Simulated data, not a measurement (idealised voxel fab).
process module | voxel lift off
cross-section cut | 245 nm wide | cells 5 nm
A cross-section is a grid of square cells, given in bands from the top down. A band is one or more rows of cells.
Each band's line starts with the height of the band's top and of its bottom, in nm. Then come its materials from left to right, each with its width in nm. One material with "throughout" fills the band from edge to edge. "air" is empty space.
Height 0 is the level under which the wafer as received is all one material. The lowest band goes on downwards, as in "0 down".
A width such as "30 to 40" changes by the same amount from each row of cells to the next, from the band's top row to its bottom row.
"no change" after a step means that no cell of the cross-section changed.
closed voids: empty space of 8 cells or more with no open way to the top, each as width x height at its distance from the left edge, in nm
after a step's settings: what the simulator itself notes on the step
overlay nm, on a step with a mask: how far to the right of its planned place the mask lay; to the left if negative
plan
1 op RECEIVE | material Si
2 op CONFORMAL_DEP | material SiO2 | thk nm 10
3 op PATTERN | tone open | mask id LINES | material resist | width nm 30 | pitch nm 45 | thk nm 30 | overlay nm 0
4 op DIRECTIONAL_DEP | material Ru | thk nm 15
5 op STRIP | etch materials resist
6 op CONFORMAL_DEP | material SiCN | thk nm 5
as received, after step 1
  0 down: Si throughout
  closed voids: none
a wafer at the end: this start, this plan, one mistake
  20 to 15: air 55 | SiCN 40 | air 5 | SiCN 40 | air 5 | SiCN 40 | air 60
  15 to 10: SiCN 60 | Ru 30 | SiCN 15 | Ru 30 | SiCN 15 | Ru 30 | SiCN 65
  10 to 0: SiO2 throughout
  0 down: Si throughout
  closed voids: none
what went wrong: step 4 ran as: op DIRECTIONAL_DEP | material Ru | thk nm 5
